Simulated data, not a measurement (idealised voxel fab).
process module | voxel capacitor over wiring
cross-section cut | 270 nm wide | cells 5 nm
A cross-section is a grid of square cells, given in bands from the top down. A band is one or more rows of cells.
Each band's line starts with the height of the band's top and of its bottom, in nm. Then come its materials from left to right, each with its width in nm. One material with "throughout" fills the band from edge to edge. "air" is empty space.
Height 0 is the level under which the wafer as received is all one material. The lowest band goes on downwards, as in "0 down".
A width such as "30 to 40" changes by the same amount from each row of cells to the next, from the band's top row to its bottom row.
"no change" after a step means that no cell of the cross-section changed.
closed voids: empty space of 8 cells or more with no open way to the top, each as width x height at its distance from the left edge, in nm
after a step's settings: what the simulator itself notes on the step
overlay nm, on a step with a mask: how far to the right of its planned place the mask lay; to the left if negative
plan
1 op RECEIVE | material Si
2 op CONFORMAL_DEP | material SiO2 | thk nm 15
3 op CONFORMAL_DEP | material SiN | thk nm 5
4 op DIRECTIONAL_DEP | material lowk | thk nm 15
5 op PATTERN | tone open | mask id METAL_1 | material resist | width nm 25 | pitch nm 85 | thk nm 15 | overlay nm 0
6 op DIRECTIONAL_ETCH | etch materials lowk | depth nm 15
7 op DIRECTIONAL_ETCH | etch materials SiN | depth nm 5
8 op STRIP | etch materials resist
9 op CONFORMAL_DEP | material TiN | thk nm 5
10 op FILL_DEP | material Cu | thk nm 10
11 op CMP | height nm 35
12 op CONFORMAL_DEP | material SiCN | thk nm 5
13 op DIRECTIONAL_DEP | material lowk | thk nm 20
14 op PATTERN | tone open | mask id PLUG_1 | material resist | width nm 15 | thk nm 15 | overlay nm 0
15 op DIRECTIONAL_ETCH | etch materials lowk | depth nm 20
16 op DIRECTIONAL_ETCH | etch materials SiCN | depth nm 5
17 op STRIP | etch materials resist
18 op EPI | material Ru | thk nm 10
19 op EPI | material Ru | thk nm 10
20 op EPI | material Ru | thk nm 5
21 op DIRECTIONAL_DEP | material TiN | thk nm 5
22 op DIRECTIONAL_DEP | material HfO2 | thk nm 5
23 op DIRECTIONAL_DEP | material TiN | thk nm 10
24 op DIRECTIONAL_DEP | material aC | thk nm 10
25 op PATTERN | tone cover | mask id UPPER_PLATE | material resist | width nm 65 | thk nm 30 | overlay nm 0
26 op DIRECTIONAL_ETCH | etch materials aC | depth nm 10
27 op STRIP | etch materials resist
28 op DIRECTIONAL_ETCH | etch materials TiN | depth nm 10
29 op DIRECTIONAL_ETCH | etch materials HfO2 | depth nm 5
30 op STRIP | etch materials aC
31 op DIRECTIONAL_DEP | material aC | thk nm 15
32 op PATTERN | tone cover | mask id LOWER_PLATE | material resist | width nm 75 | thk nm 35 | overlay nm 0
33 op DIRECTIONAL_ETCH | etch materials aC | depth nm 15
34 op STRIP | etch materials resist
35 op DIRECTIONAL_ETCH | etch materials TiN | depth nm 5
36 op STRIP | etch materials aC
37 op FILL_DEP | material SiO2 | thk nm 20
38 op CMP | height nm 95
39 op DIRECTIONAL_DEP | material aC | thk nm 10
40 op PATTERN | tone open | mask id PLUG_2 | material resist | width nm 15 | thk nm 25 | overlay nm 0
41 op DIRECTIONAL_ETCH | etch materials aC | depth nm 10
42 op STRIP | etch materials resist
43 op DIRECTIONAL_ETCH | etch materials SiO2 | depth nm 15
44 op STRIP | etch materials aC
45 op CONFORMAL_DEP | material TiN | thk nm 5
46 op FILL_DEP | material Cu | thk nm 5
47 op CMP | height nm 95
48 op CONFORMAL_DEP | material SiCN | thk nm 5
as received, after step 1
  0 down: Si throughout
  closed voids: none
first wafer at the end, as planned
  100 to 95: SiCN throughout
  95 to 85: SiO2 100 | TiN 5 | Cu 5 | TiN 5 | SiO2 155
  85 to 80: SiO2 100 | TiN 15 | SiO2 155
  80 to 70: SiO2 90 | TiN 65 | SiO2 115
  70 to 65: SiO2 90 | HfO2 65 | SiO2 115
  65 to 60: SiO2 85 | TiN 75 | SiO2 110
  60 to 40: lowk 90 | Ru 15 | lowk 165
  40 to 35: SiCN 90 | Ru 15 | SiCN 165
  35 to 20: lowk 80 | TiN 5 | Cu 15 | TiN 5 | lowk 60 | TiN 5 | Cu 15 | TiN 5 | lowk 80
  20 to 15: SiN 80 | TiN 25 | SiN 60 | TiN 25 | SiN 80
  15 to 0: SiO2 throughout
  0 down: Si throughout
  closed voids: none
second wafer at the end: like start, like plan, one mistake
  100 to 95: SiCN throughout
  95 to 85: SiO2 100 | TiN 5 | Cu 5 | TiN 5 | SiO2 155
  85 to 80: SiO2 100 | TiN 15 | SiO2 155
  80 to 70: SiO2 105 | TiN 50 | SiO2 115
  70 to 65: SiO2 105 | HfO2 50 | SiO2 115
  65 to 60: SiO2 85 | TiN 5 | SiO2 15 | TiN 55 | SiO2 110
  60 to 55: lowk 90 | SiO2 15 | lowk 165
  55 to 45: lowk 90 | TiN 15 | lowk 165
  45 to 40: lowk 90 | HfO2 15 | lowk 165
  40 to 35: SiCN 90 | TiN 15 | SiCN 165
  35 to 20: Cu 75 | TiN 5 | lowk 25 | TiN 5 | Cu 50 | TiN 5 | lowk 25 | TiN 5 | Cu 75
  20 to 15: TiN 80 | SiN 25 | TiN 60 | SiN 25 | TiN 80
  15 to 0: SiO2 throughout
  0 down: Si throughout
  closed voids: none
what went wrong: step 5 ran as: op PATTERN | tone cover | mask id METAL_1 | material resist | width nm 25 | pitch nm 85 | thk nm 15 | overlay nm 0
at the end the second wafer has, in cells: 102 more of Cu | 15 fewer of Ru | 34 fewer of SiN | 15 more of SiO2 | 34 more of TiN | 102 fewer of lowk
